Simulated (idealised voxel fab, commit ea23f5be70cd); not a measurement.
The process module that follows is named voxel fin reveal.
Each square cell in cross-section cut measures 5 nm, and the section as a whole is 285 nm wide.
Bands, listed from the top down, are how a cross-section gets written in this document; the cross-section itself is a grid of square cells, and a band is one or more rows of them.
Band entry format. Leading values: height of top, height of bottom, nm. Remainder: materials in left-to-right order, each with its width in nm. Special words: "edge to edge" on a single material, which then fills the band edge to edge; "empty", empty space.
Basically, 0 is our baseline, since under it the wafer straight out of the box is all one material. The bottom band has no lower end and keeps on going down, so it looks like "0..down".
Width spec "30 to 40" -> top row of cells at first value, bottom row at second value, equal per-row change in between.
Basically "same as before" means that step didn't change any cell in the cross-section.
Heads up: "Sealed voids" only lists the empty pockets with no open path to the top that are 8 cells or more, and it writes them as width x height at distance, distance from the left edge, in nm.
after a step's settings: what the simulator itself notes on the step
A step line may carry the setting "overlay nm", which, for steps involving a mask, states the distance by which the mask lay to the right of its intended position; negative values denote displacement to the left.
Each pair below shows a cross-section before one step and the cross-section after it, down to the lowest band that changed. The line under each pair gives the step between them, with its settings. The pairs can come from different runs of this module on the same starting wafer, so a pair continues from the pair above only where its "Geometry before processing" says so.
GEOMETRY BEFORE PROCESSING
- 0..down | Si edge to edge
- Sealed voids: none
POST-STEP SNAPSHOT
- 5..0 | SiN edge to edge
- Beneath the level 0, the cross-section is identical to its previous state.
- Sealed voids: none
The cross-sections above show the structure before and after this step: CONFORMAL_DEP,material SiN,thk nm 5
Geometry before processing: we pick up right where the pair above leaves off, with its after cross-section.
POST-STEP SNAPSHOT
- 5..0 | 110 nm empty / 15 nm SiN / 30 nm empty / 15 nm SiN / 115 nm empty
- Beneath the level 0, the cross-section is identical to its previous state.
- Sealed voids: none
The cross-sections above show the structure before and after this step: MASKED_ETCH,tone cover,mask id FINS,width nm 15,pitch nm 45,etch materials SiN,depth nm 5,overlay nm 0
Geometry before processing: we pick up right where the pair above leaves off, with its after cross-section.
POST-STEP SNAPSHOT
- 5..0 | 110 nm empty / 15 nm SiN / 30 nm empty / 15 nm SiN / 115 nm empty
- 0..-40 | 110 nm empty / 15 nm Si / 30 nm empty / 15 nm Si / 115 nm empty
- Beneath the level -40, the cross-section is identical to its previous state.
- Sealed voids: none
The cross-sections above show the structure before and after this step: MASKED_ETCH,tone cover,mask id FINS,width nm 15,pitch nm 45,etch materials Si,depth nm 40,overlay nm 0
Geometry before processing: we pick up right where the pair above leaves off, with its after cross-section.
POST-STEP SNAPSHOT
- 10..5 | SiO2 edge to edge
- 5..0 | 110 nm SiO2 / 15 nm SiN / 30 nm SiO2 / 15 nm SiN / 115 nm SiO2
- 0..-40 | 110 nm SiO2 / 15 nm Si / 30 nm SiO2 / 15 nm Si / 115 nm SiO2
- Beneath the level -40, the cross-section is identical to its previous state.
- Sealed voids: none
The cross-sections above show the structure before and after this step: FILL_DEP,material SiO2,thk nm 5
Geometry before processing: we pick up right where the pair above leaves off, with its after cross-section.
POST-STEP SNAPSHOT
- 5..0 | 110 nm SiO2 / 15 nm SiN / 30 nm SiO2 / 15 nm SiN / 115 nm SiO2
- Beneath the level 0, the cross-section is identical to its previous state.
- Sealed voids: none
The cross-sections above show the structure before and after this step: CMP,height nm 5
Geometry before processing: we pick up right where the pair above leaves off, with its after cross-section.
POST-STEP SNAPSHOT
- 5..0 | 110 nm empty / 15 nm SiN / 30 nm empty / 15 nm SiN / 115 nm empty
- 0..-25 | 110 nm empty / 15 nm Si / 30 nm empty / 15 nm Si / 115 nm empty
- Beneath the level -25, the cross-section is identical to its previous state.
- Sealed voids: none
The cross-sections above show the structure before and after this step: SELECTIVE_ETCH,etch materials SiO2,depth nm 30
Geometry before processing: we pick up right where the pair above leaves off, with its after cross-section.
POST-STEP SNAPSHOT
- 0..-25 | 110 nm empty / 15 nm Si / 30 nm empty / 15 nm Si / 115 nm empty
- Beneath the level -25, the cross-section is identical to its previous state.
- Sealed voids: none
The cross-sections above show the structure before and after this step: STRIP,etch materials SiN
GEOMETRY BEFORE PROCESSING
- 5..0 | 110 nm empty / 15 nm SiN / 30 nm empty / 15 nm SiN / 115 nm empty
- 0..-40 | 110 nm empty / 15 nm Si / 30 nm empty / 15 nm Si / 115 nm empty
- -40..down | Si edge to edge
- Sealed voids: none
POST-STEP SNAPSHOT
- 5..0 | 110 nm empty / 15 nm SiN / 30 nm empty / 15 nm SiN / 115 nm empty
- 0..-80 | 110 nm empty / 15 nm Si / 30 nm empty / 15 nm Si / 115 nm empty
- Beneath the level -80, the cross-section is identical to its previous state.
- Sealed voids: none
The cross-sections above show the structure before and after this step: MASKED_ETCH,tone cover,mask id FINS,width nm 15,pitch nm 45,etch materials Si,depth nm 40,overlay nm 0
Geometry before processing: we pick up right where the pair above leaves off, with its after cross-section.
POST-STEP SNAPSHOT
- 10..5 | SiO2 edge to edge
- 5..0 | 110 nm SiO2 / 15 nm SiN / 30 nm SiO2 / 15 nm SiN / 115 nm SiO2
- 0..-80 | 110 nm SiO2 / 15 nm Si / 30 nm SiO2 / 15 nm Si / 115 nm SiO2
- Beneath the level -80, the cross-section is identical to its previous state.
- Sealed voids: none
The cross-sections above show the structure before and after this step: FILL_DEP,material SiO2,thk nm 5
Geometry before processing: we pick up right where the pair above leaves off, with its after cross-section.
POST-STEP SNAPSHOT
- 5..0 | 110 nm SiO2 / 15 nm SiN / 30 nm SiO2 / 15 nm SiN / 115 nm SiO2
- Beneath the level 0, the cross-section is identical to its previous state.
- Sealed voids: none
The cross-sections above show the structure before and after this step: CMP,height nm 5
Geometry before processing: we pick up right where the pair above leaves off, with its after cross-section.
POST-STEP SNAPSHOT
- 5..0 | 110 nm empty / 15 nm SiN / 30 nm empty / 15 nm SiN / 115 nm empty
- 0..-25 | 110 nm empty / 15 nm Si / 30 nm empty / 15 nm Si / 115 nm empty
- Beneath the level -25, the cross-section is identical to its previous state.
- Sealed voids: none
The cross-sections above show the structure before and after this step: SELECTIVE_ETCH,etch materials SiO2,depth nm 30
Geometry before processing: we pick up right where the pair above leaves off, with its after cross-section.
POST-STEP SNAPSHOT
- 0..-25 | 110 nm empty / 15 nm Si / 30 nm empty / 15 nm Si / 115 nm empty
- Beneath the level -25, the cross-section is identical to its previous state.
- Sealed voids: none
The cross-sections above show the structure before and after this step: STRIP,etch materials SiN
GEOMETRY BEFORE PROCESSING
- 5..0 | 110 nm SiO2 / 15 nm SiN / 30 nm SiO2 / 15 nm SiN / 115 nm SiO2
- 0..-40 | 110 nm SiO2 / 15 nm Si / 30 nm SiO2 / 15 nm Si / 115 nm SiO2
- -40..down | Si edge to edge
- Sealed voids: none
POST-STEP SNAPSHOT
- 5..0 | 110 nm SiO2 / 15 nm empty / 30 nm SiO2 / 15 nm empty / 115 nm SiO2
- Beneath the level 0, the cross-section is identical to its previous state.
- Sealed voids: none
The cross-sections above show the structure before and after this step: STRIP,etch materials SiN
Geometry before processing: we pick up right where the pair above leaves off, with its after cross-section.
POST-STEP SNAPSHOT
- 0..-25 | 110 nm empty / 15 nm Si / 30 nm empty / 15 nm Si / 115 nm empty
- -25..-30 | 80 nm SiO2 / 30 nm empty / 15 nm Si / 30 nm empty / 15 nm Si / 30 nm empty / 85 nm SiO2
- Beneath the level -30, the cross-section is identical to its previous state.
- Sealed voids: none
The cross-sections above show the structure before and after this step: SELECTIVE_ETCH,etch materials SiO2,depth nm 30
GEOMETRY BEFORE PROCESSING
- 5..0 | 110 nm SiO2 / 15 nm SiN / 30 nm SiO2 / 15 nm SiN / 115 nm SiO2
- 0..-40 | 110 nm SiO2 / 15 nm Si / 30 nm SiO2 / 15 nm Si / 115 nm SiO2
- -40..down | Si edge to edge
- Sealed voids: none
POST-STEP SNAPSHOT
- 5..0 | 110 nm empty / 15 nm SiN / 30 nm empty / 15 nm SiN / 115 nm empty
- 0..-15 | 110 nm empty / 15 nm Si / 30 nm empty / 15 nm Si / 115 nm empty
- Beneath the level -15, the cross-section is identical to its previous state.
- Sealed voids: none
The cross-sections above show the structure before and after this step: SELECTIVE_ETCH,etch materials SiO2,depth nm 20
Geometry before processing: we pick up right where the pair above leaves off, with its after cross-section.
POST-STEP SNAPSHOT
- 0..-15 | 110 nm empty / 15 nm Si / 30 nm empty / 15 nm Si / 115 nm empty
- Beneath the level -15, the cross-section is identical to its previous state.
- Sealed voids: none
The cross-sections above show the structure before and after this step: STRIP,etch materials SiN
GEOMETRY BEFORE PROCESSING
- 5..0 | 110 nm empty / 15 nm SiN / 30 nm empty / 15 nm SiN / 115 nm empty
- 0..-25 | 110 nm empty / 15 nm Si / 30 nm empty / 15 nm Si / 115 nm empty
- -25..-40 | 110 nm SiO2 / 15 nm Si / 30 nm SiO2 / 15 nm Si / 115 nm SiO2
- -40..down | Si edge to edge
- Sealed voids: none
POST-STEP SNAPSHOT
- 5..0 | 110 nm empty / 15 nm SiN / 30 nm empty / 15 nm SiN / 115 nm empty
- 0..-40 | 110 nm empty / 15 nm Si / 30 nm empty / 15 nm Si / 115 nm empty
- Beneath the level -40, the cross-section is identical to its previous state.
- Sealed voids: none
The cross-sections above show the structure before and after this step: STRIP,etch materials SiO2
